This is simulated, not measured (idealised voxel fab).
process module | voxel wiring stack
cross-section cut | 260 nm wide | cells 5 nm
A cross-section is a grid of square cells, given in bands from the top down. A band is one or more rows of cells.
Each band's line starts with the height of the band's top and of its bottom, in nm. Then come its materials from left to right, each with its width in nm. One material with "throughout" fills the band from edge to edge. "air" is empty space.
Height 0 is the level under which the wafer as received is all one material. The lowest band goes on downwards, as in "0 down".
A width such as "30 to 40" changes by the same amount from each row of cells to the next, from the band's top row to its bottom row.
"no change" after a step means that no cell of the cross-section changed.
closed voids: empty space of 8 cells or more with no open way to the top, each as width x height at its distance from the left edge, in nm
after a step's settings: what the simulator itself notes on the step
overlay nm, on a step with a mask: how far to the right of its planned place the mask lay; to the left if negative
plan
1 op RECEIVE | material Si
2 op CONFORMAL_DEP | material SiO2 | thk nm 10
3 op CONFORMAL_DEP | material SiN | thk nm 5
4 op DIRECTIONAL_DEP | material lowk | thk nm 20
5 op PATTERN | tone open | mask id METAL_1 | material resist | width nm 20 | pitch nm 40 | thk nm 15 | overlay nm 0
6 op DIRECTIONAL_ETCH | etch materials lowk | depth nm 20
7 op DIRECTIONAL_ETCH | etch materials SiN | depth nm 5
8 op STRIP | etch materials resist
9 op CONFORMAL_DEP | material TiN | thk nm 5
10 op FILL_DEP | material Cu | thk nm 10
11 op CMP | height nm 35
12 op EPI | material Ru | thk nm 5
13 op FILL_DEP | material SiCN | thk nm 5
14 op DIRECTIONAL_DEP | material SiO2 | thk nm 15
15 op MASKED_ETCH | tone open | mask id PLUG_1 | width nm 15 | pitch nm 40 | etch materials SiO2 | depth nm 15 | overlay nm 0
16 op MASKED_ETCH | tone open | mask id PLUG_1 | width nm 15 | pitch nm 40 | etch materials SiCN | depth nm 5 | overlay nm 0
17 op EPI | material Ru | thk nm 10
18 op EPI | material Ru | thk nm 10
19 op CONFORMAL_DEP | material SiN | thk nm 5
20 op DIRECTIONAL_DEP | material SiO2 | thk nm 25
21 op PATTERN | tone open | mask id METAL_2 | material resist | width nm 20 | pitch nm 40 | thk nm 15 | overlay nm 0
22 op DIRECTIONAL_ETCH | etch materials SiO2 | depth nm 25
23 op DIRECTIONAL_ETCH | etch materials SiN | depth nm 5
24 op STRIP | etch materials resist
25 op CONFORMAL_DEP | material TiN | thk nm 5
26 op FILL_DEP | material W | thk nm 5
27 op CMP | height nm 90
28 op EPI | material Ru | thk nm 5
29 op FILL_DEP | material SiCN | thk nm 5
30 op DIRECTIONAL_DEP | material lowk | thk nm 35
31 op MASKED_ETCH | tone open | mask id METAL_3 | width nm 20 | pitch nm 40 | etch materials lowk | depth nm 20 | overlay nm 0
32 op DIRECTIONAL_DEP | material aC | thk nm 15
33 op PATTERN | tone open | mask id METAL_3_HOLES | material resist | width nm 15 | pitch nm 80 | thk nm 35 | overlay nm 0
34 op DIRECTIONAL_ETCH | etch materials aC | depth nm 15
35 op STRIP | etch materials resist
36 op DIRECTIONAL_ETCH | etch materials lowk | depth nm 15
37 op DIRECTIONAL_ETCH | etch materials SiCN | depth nm 5
38 op STRIP | etch materials aC
39 op CONFORMAL_DEP | material TiN | thk nm 5
40 op FILL_DEP | material Ru | thk nm 10
41 op CMP | height nm 135
42 op CONFORMAL_DEP | material SiCN | thk nm 5
first wafer, as planned
as received, after step 1
  0 down: Si throughout
  closed voids: none
after step 2
  10 to 0: SiO2 throughout
  below 0: unchanged
after step 3
  15 to 10: SiN throughout
  below 10: unchanged
after step 4
  35 to 15: lowk throughout
  below 15: unchanged
after step 5
  50 to 35: resist 60 | air 20 | resist 20 | air 20 | resist 20 | air 20 | resist 20 | air 20 | resist 60
  below 35: unchanged
after step 6
  50 to 35: resist 60 | air 20 | resist 20 | air 20 | resist 20 | air 20 | resist 20 | air 20 | resist 60
  35 to 15: lowk 60 | air 20 | lowk 20 | air 20 | lowk 20 | air 20 | lowk 20 | air 20 | lowk 60
  below 15: unchanged
after step 7
  50 to 35: resist 60 | air 20 | resist 20 | air 20 | resist 20 | air 20 | resist 20 | air 20 | resist 60
  35 to 15: lowk 60 | air 20 | lowk 20 | air 20 | lowk 20 | air 20 | lowk 20 | air 20 | lowk 60
  15 to 10: SiN 60 | air 20 | SiN 20 | air 20 | SiN 20 | air 20 | SiN 20 | air 20 | SiN 60
  below 10: unchanged
after step 8
  35 to 15: lowk 60 | air 20 | lowk 20 | air 20 | lowk 20 | air 20 | lowk 20 | air 20 | lowk 60
  below 15: unchanged
after step 9
  40 to 35: TiN 65 | air 10 | TiN 30 | air 10 | TiN 30 | air 10 | TiN 30 | air 10 | TiN 65
  35 to 15: lowk 60 | TiN 5 | air 10 | TiN 5 | lowk 20 | TiN 5 | air 10 | TiN 5 | lowk 20 | TiN 5 | air 10 | TiN 5 | lowk 20 | TiN 5 | air 10 | TiN 5 | lowk 60
  15 to 10: SiN 60 | TiN 20 | SiN 20 | TiN 20 | SiN 20 | TiN 20 | SiN 20 | TiN 20 | SiN 60
  below 10: unchanged
after step 10
  50 to 40: Cu throughout
  40 to 35: TiN 65 | Cu 10 | TiN 30 | Cu 10 | TiN 30 | Cu 10 | TiN 30 | Cu 10 | TiN 65
  35 to 15: lowk 60 | TiN 5 | Cu 10 | TiN 5 | lowk 20 | TiN 5 | Cu 10 | TiN 5 | lowk 20 | TiN 5 | Cu 10 | TiN 5 | lowk 20 | TiN 5 | Cu 10 | TiN 5 | lowk 60
  below 15: unchanged
after step 11
  35 to 15: lowk 60 | TiN 5 | Cu 10 | TiN 5 | lowk 20 | TiN 5 | Cu 10 | TiN 5 | lowk 20 | TiN 5 | Cu 10 | TiN 5 | lowk 20 | TiN 5 | Cu 10 | TiN 5 | lowk 60
  below 15: unchanged
after step 12
  40 to 35: air 55 | Ru 30 | air 10 | Ru 30 | air 10 | Ru 30 | air 10 | Ru 30 | air 55
  below 35: unchanged
after step 13
  45 to 40: SiCN throughout
  40 to 35: SiCN 55 | Ru 30 | SiCN 10 | Ru 30 | SiCN 10 | Ru 30 | SiCN 10 | Ru 30 | SiCN 55
  below 35: unchanged
after step 14
  60 to 45: SiO2 throughout
  below 45: unchanged
after step 15
  60 to 45: SiO2 60 | air 15 | SiO2 25 | air 15 | SiO2 25 | air 15 | SiO2 25 | air 15 | SiO2 65
  below 45: unchanged
after step 16
  60 to 45: SiO2 60 | air 15 | SiO2 25 | air 15 | SiO2 25 | air 15 | SiO2 25 | air 15 | SiO2 65
  45 to 40: SiCN 60 | air 15 | SiCN 25 | air 15 | SiCN 25 | air 15 | SiCN 25 | air 15 | SiCN 65
  below 40: unchanged
after step 17
  60 to 50: SiO2 60 | air 15 | SiO2 25 | air 15 | SiO2 25 | air 15 | SiO2 25 | air 15 | SiO2 65
  50 to 45: SiO2 60 | Ru 15 | SiO2 25 | Ru 15 | SiO2 25 | Ru 15 | SiO2 25 | Ru 15 | SiO2 65
  45 to 35: SiCN 60 to 55 | Ru 15 to 30 | SiCN 25 to 10 | Ru 15 to 30 | SiCN 25 to 10 | Ru 15 to 30 | SiCN 25 to 10 | Ru 15 to 30 | SiCN 65 to 55
  below 35: unchanged
after step 18
  60 to 45: SiO2 60 | Ru 15 | SiO2 25 | Ru 15 | SiO2 25 | Ru 15 | SiO2 25 | Ru 15 | SiO2 65
  below 45: unchanged
after step 19
  65 to 60: SiN throughout
  below 60: unchanged
after step 20
  90 to 65: SiO2 throughout
  below 65: unchanged
after step 21
  105 to 90: resist 60 | air 20 | resist 20 | air 20 | resist 20 | air 20 | resist 20 | air 20 | resist 60
  below 90: unchanged
after step 22
  105 to 90: resist 60 | air 20 | resist 20 | air 20 | resist 20 | air 20 | resist 20 | air 20 | resist 60
  90 to 65: SiO2 60 | air 20 | SiO2 20 | air 20 | SiO2 20 | air 20 | SiO2 20 | air 20 | SiO2 60
  below 65: unchanged
after step 23
  105 to 90: resist 60 | air 20 | resist 20 | air 20 | resist 20 | air 20 | resist 20 | air 20 | resist 60
  90 to 65: SiO2 60 | air 20 | SiO2 20 | air 20 | SiO2 20 | air 20 | SiO2 20 | air 20 | SiO2 60
  65 to 60: SiN 60 | air 20 | SiN 20 | air 20 | SiN 20 | air 20 | SiN 20 | air 20 | SiN 60
  below 60: unchanged
after step 24
  90 to 65: SiO2 60 | air 20 | SiO2 20 | air 20 | SiO2 20 | air 20 | SiO2 20 | air 20 | SiO2 60
  below 65: unchanged
after step 25
  95 to 90: TiN 65 | air 10 | TiN 30 | air 10 | TiN 30 | air 10 | TiN 30 | air 10 | TiN 65
  90 to 65: SiO2 60 | TiN 5 | air 10 | TiN 5 | SiO2 20 | TiN 5 | air 10 | TiN 5 | SiO2 20 | TiN 5 | air 10 | TiN 5 | SiO2 20 | TiN 5 | air 10 | TiN 5 | SiO2 60
  65 to 60: SiN 60 | TiN 20 | SiN 20 | TiN 20 | SiN 20 | TiN 20 | SiN 20 | TiN 20 | SiN 60
  below 60: unchanged
after step 26
  100 to 95: W throughout
  95 to 90: TiN 65 | W 10 | TiN 30 | W 10 | TiN 30 | W 10 | TiN 30 | W 10 | TiN 65
  90 to 65: SiO2 60 | TiN 5 | W 10 | TiN 5 | SiO2 20 | TiN 5 | W 10 | TiN 5 | SiO2 20 | TiN 5 | W 10 | TiN 5 | SiO2 20 | TiN 5 | W 10 | TiN 5 | SiO2 60
  below 65: unchanged
after step 27
  90 to 65: SiO2 60 | TiN 5 | W 10 | TiN 5 | SiO2 20 | TiN 5 | W 10 | TiN 5 | SiO2 20 | TiN 5 | W 10 | TiN 5 | SiO2 20 | TiN 5 | W 10 | TiN 5 | SiO2 60
  below 65: unchanged
after step 28
  95 to 90: air 55 | Ru 30 | air 10 | Ru 30 | air 10 | Ru 30 | air 10 | Ru 30 | air 55
  below 90: unchanged
after step 29
  100 to 95: SiCN throughout
  95 to 90: SiCN 55 | Ru 30 | SiCN 10 | Ru 30 | SiCN 10 | Ru 30 | SiCN 10 | Ru 30 | SiCN 55
  below 90: unchanged
after step 30
  135 to 100: lowk throughout
  below 100: unchanged
after step 31
  135 to 115: lowk 60 | air 20 | lowk 20 | air 20 | lowk 20 | air 20 | lowk 20 | air 20 | lowk 60
  below 115: unchanged
after step 32
  150 to 135: aC 60 | air 20 | aC 20 | air 20 | aC 20 | air 20 | aC 20 | air 20 | aC 60
  135 to 130: lowk 60 | air 20 | lowk 20 | air 20 | lowk 20 | air 20 | lowk 20 | air 20 | lowk 60
  130 to 115: lowk 60 | aC 20 | lowk 20 | aC 20 | lowk 20 | aC 20 | lowk 20 | aC 20 | lowk 60
  below 115: unchanged
after step 33
  185 to 150: resist 60 | air 15 | resist 65 | air 15 | resist 105
  150 to 135: aC 60 | air 15 | resist 5 | aC 20 | resist 20 | aC 20 | air 15 | resist 5 | aC 20 | resist 20 | aC 60
  135 to 130: lowk 60 | air 15 | resist 5 | lowk 20 | resist 20 | lowk 20 | air 15 | resist 5 | lowk 20 | resist 20 | lowk 60
  below 130: unchanged
after step 34
  170 to 150: resist 60 | air 15 | resist 65 | air 15 | resist 105
  150 to 135: aC 60 | air 15 | resist 5 | aC 20 | resist 20 | aC 20 | air 15 | resist 5 | aC 20 | resist 20 | aC 60
  135 to 130: lowk 60 | air 15 | resist 5 | lowk 20 | resist 20 | lowk 20 | air 15 | resist 5 | lowk 20 | resist 20 | lowk 60
  130 to 115: lowk 60 | air 15 | aC 5 | lowk 20 | aC 20 | lowk 20 | air 15 | aC 5 | lowk 20 | aC 20 | lowk 60
  below 115: unchanged
after step 35
  150 to 135: aC 60 | air 20 | aC 20 | air 20 | aC 20 | air 20 | aC 20 | air 20 | aC 60
  135 to 130: lowk 60 | air 20 | lowk 20 | air 20 | lowk 20 | air 20 | lowk 20 | air 20 | lowk 60
  below 130: unchanged
after step 36
  150 to 135: aC 60 | air 20 | aC 20 | air 20 | aC 20 | air 20 | aC 20 | air 20 | aC 60
  135 to 130: lowk 60 | air 20 | lowk 20 | air 20 | lowk 20 | air 20 | lowk 20 | air 20 | lowk 60
  130 to 115: lowk 60 | air 15 | aC 5 | lowk 20 | aC 20 | lowk 20 | air 15 | aC 5 | lowk 20 | aC 20 | lowk 60
  115 to 100: lowk 60 | air 15 | lowk 65 | air 15 | lowk 105
  below 100: unchanged
after step 37
  150 to 135: aC 60 | air 20 | aC 20 | air 20 | aC 20 | air 20 | aC 20 | air 20 | aC 60
  135 to 130: lowk 60 | air 20 | lowk 20 | air 20 | lowk 20 | air 20 | lowk 20 | air 20 | lowk 60
  130 to 115: lowk 60 | air 15 | aC 5 | lowk 20 | aC 20 | lowk 20 | air 15 | aC 5 | lowk 20 | aC 20 | lowk 60
  115 to 100: lowk 60 | air 15 | lowk 65 | air 15 | lowk 105
  100 to 95: SiCN 60 | air 15 | SiCN 65 | air 15 | SiCN 105
  below 95: unchanged
after step 38
  135 to 115: lowk 60 | air 20 | lowk 20 | air 20 | lowk 20 | air 20 | lowk 20 | air 20 | lowk 60
  below 115: unchanged
after step 39
  140 to 135: TiN 65 | air 10 | TiN 30 | air 10 | TiN 30 | air 10 | TiN 30 | air 10 | TiN 65
  135 to 120: lowk 60 | TiN 5 | air 10 | TiN 5 | lowk 20 | TiN 5 | air 10 | TiN 5 | lowk 20 | TiN 5 | air 10 | TiN 5 | lowk 20 | TiN 5 | air 10 | TiN 5 | lowk 60
  120 to 115: lowk 60 | TiN 5 | air 5 | TiN 10 | lowk 20 | TiN 20 | lowk 20 | TiN 5 | air 5 | TiN 10 | lowk 20 | TiN 20 | lowk 60
  115 to 100: lowk 60 | TiN 5 | air 5 | TiN 5 | lowk 65 | TiN 5 | air 5 | TiN 5 | lowk 105
  100 to 95: SiCN 60 | TiN 15 | SiCN 65 | TiN 15 | SiCN 105
  below 95: unchanged
after step 40
  150 to 140: Ru throughout
  140 to 135: TiN 65 | Ru 10 | TiN 30 | Ru 10 | TiN 30 | Ru 10 | TiN 30 | Ru 10 | TiN 65
  135 to 120: lowk 60 | TiN 5 | Ru 10 | TiN 5 | lowk 20 | TiN 5 | Ru 10 | TiN 5 | lowk 20 | TiN 5 | Ru 10 | TiN 5 | lowk 20 | TiN 5 | Ru 10 | TiN 5 | lowk 60
  120 to 115: lowk 60 | TiN 5 | Ru 5 | TiN 10 | lowk 20 | TiN 20 | lowk 20 | TiN 5 | Ru 5 | TiN 10 | lowk 20 | TiN 20 | lowk 60
  115 to 100: lowk 60 | TiN 5 | Ru 5 | TiN 5 | lowk 65 | TiN 5 | Ru 5 | TiN 5 | lowk 105
  below 100: unchanged
after step 41
  135 to 120: lowk 60 | TiN 5 | Ru 10 | TiN 5 | lowk 20 | TiN 5 | Ru 10 | TiN 5 | lowk 20 | TiN 5 | Ru 10 | TiN 5 | lowk 20 | TiN 5 | Ru 10 | TiN 5 | lowk 60
  below 120: unchanged
after step 42
  140 to 135: SiCN throughout
  below 135: unchanged
second wafer: like start, like plan, one mistake. Through step 32 it matches the first wafer
when step 33 should have ended
  185 to 150: resist 55 | air 15 | resist 65 | air 15 | resist 110
  150 to 135: aC 60 | air 10 | resist 10 | aC 20 | resist 20 | aC 20 | air 10 | resist 10 | aC 20 | resist 20 | aC 60
  135 to 130: lowk 60 | air 10 | resist 10 | lowk 20 | resist 20 | lowk 20 | air 10 | resist 10 | lowk 20 | resist 20 | lowk 60
  below 130: unchanged
when step 34 should have ended
  170 to 150: resist 55 | air 15 | resist 65 | air 15 | resist 110
  150 to 135: aC 55 | air 15 | resist 10 | aC 20 | resist 20 | aC 15 | air 15 | resist 10 | aC 20 | resist 20 | aC 60
  135 to 130: lowk 60 | air 10 | resist 10 | lowk 20 | resist 20 | lowk 20 | air 10 | resist 10 | lowk 20 | resist 20 | lowk 60
  130 to 115: lowk 60 | air 10 | aC 10 | lowk 20 | aC 20 | lowk 20 | air 10 | aC 10 | lowk 20 | aC 20 | lowk 60
  below 115: unchanged
when step 35 should have ended
  150 to 135: aC 55 | air 25 | aC 20 | air 20 | aC 15 | air 25 | aC 20 | air 20 | aC 60
  135 to 130: lowk 60 | air 20 | lowk 20 | air 20 | lowk 20 | air 20 | lowk 20 | air 20 | lowk 60
  below 130: unchanged
when step 36 should have ended
  150 to 135: aC 55 | air 25 | aC 20 | air 20 | aC 15 | air 25 | aC 20 | air 20 | aC 60
  135 to 130: lowk 55 | air 25 | lowk 20 | air 20 | lowk 15 | air 25 | lowk 20 | air 20 | lowk 60
  130 to 120: lowk 55 | air 15 | aC 10 | lowk 20 | aC 20 | lowk 15 | air 15 | aC 10 | lowk 20 | aC 20 | lowk 60
  120 to 115: lowk 60 | air 10 | aC 10 | lowk 20 | aC 20 | lowk 20 | air 10 | aC 10 | lowk 20 | aC 20 | lowk 60
  115 to 100: lowk 60 | air 10 | lowk 70 | air 10 | lowk 110
  below 100: unchanged
when step 37 should have ended
  150 to 135: aC 55 | air 25 | aC 20 | air 20 | aC 15 | air 25 | aC 20 | air 20 | aC 60
  135 to 130: lowk 55 | air 25 | lowk 20 | air 20 | lowk 15 | air 25 | lowk 20 | air 20 | lowk 60
  130 to 120: lowk 55 | air 15 | aC 10 | lowk 20 | aC 20 | lowk 15 | air 15 | aC 10 | lowk 20 | aC 20 | lowk 60
  120 to 115: lowk 60 | air 10 | aC 10 | lowk 20 | aC 20 | lowk 20 | air 10 | aC 10 | lowk 20 | aC 20 | lowk 60
  115 to 100: lowk 60 | air 10 | lowk 70 | air 10 | lowk 110
  100 to 95: SiCN 60 | air 10 | SiCN 70 | air 10 | SiCN 110
  below 95: unchanged
when step 38 should have ended
  135 to 120: lowk 55 | air 25 | lowk 20 | air 20 | lowk 15 | air 25 | lowk 20 | air 20 | lowk 60
  120 to 115: lowk 60 | air 20 | lowk 20 | air 20 | lowk 20 | air 20 | lowk 20 | air 20 | lowk 60
  below 115: unchanged
when step 39 should have ended
  140 to 135: TiN 60 | air 15 | TiN 30 | air 10 | TiN 25 | air 15 | TiN 30 | air 10 | TiN 65
  135 to 125: lowk 55 | TiN 5 | air 15 | TiN 5 | lowk 20 | TiN 5 | air 10 | TiN 5 | lowk 15 | TiN 5 | air 15 | TiN 5 | lowk 20 | TiN 5 | air 10 | TiN 5 | lowk 60
  125 to 120: lowk 55 | TiN 10 | air 10 | TiN 5 | lowk 20 | TiN 5 | air 10 | TiN 5 | lowk 15 | TiN 10 | air 10 | TiN 5 | lowk 20 | TiN 5 | air 10 | TiN 5 | lowk 60
  120 to 115: lowk 60 | TiN 20 | lowk 20 | TiN 20 | lowk 20 | TiN 20 | lowk 20 | TiN 20 | lowk 60
  115 to 100: lowk 60 | TiN 10 | lowk 70 | TiN 10 | lowk 110
  100 to 95: SiCN 60 | TiN 10 | SiCN 70 | TiN 10 | SiCN 110
  below 95: unchanged
when step 40 should have ended
  150 to 140: Ru throughout
  140 to 135: TiN 60 | Ru 15 | TiN 30 | Ru 10 | TiN 25 | Ru 15 | TiN 30 | Ru 10 | TiN 65
  135 to 125: lowk 55 | TiN 5 | Ru 15 | TiN 5 | lowk 20 | TiN 5 | Ru 10 | TiN 5 | lowk 15 | TiN 5 | Ru 15 | TiN 5 | lowk 20 | TiN 5 | Ru 10 | TiN 5 | lowk 60
  125 to 120: lowk 55 | TiN 10 | Ru 10 | TiN 5 | lowk 20 | TiN 5 | Ru 10 | TiN 5 | lowk 15 | TiN 10 | Ru 10 | TiN 5 | lowk 20 | TiN 5 | Ru 10 | TiN 5 | lowk 60
  below 120: unchanged
when step 41 should have ended
  135 to 125: lowk 55 | TiN 5 | Ru 15 | TiN 5 | lowk 20 | TiN 5 | Ru 10 | TiN 5 | lowk 15 | TiN 5 | Ru 15 | TiN 5 | lowk 20 | TiN 5 | Ru 10 | TiN 5 | lowk 60
  below 125: unchanged
when step 42 should have ended
  140 to 135: SiCN throughout
  below 135: unchanged
what went wrong: step 33 ran as: op PATTERN | tone open | mask id METAL_3_HOLES | material resist | width nm 15 | pitch nm 80 | thk nm 35 | overlay nm -5
at the end the second wafer has, in cells: 4 fewer of Ru | 2 more of SiCN | 2 more of TiN
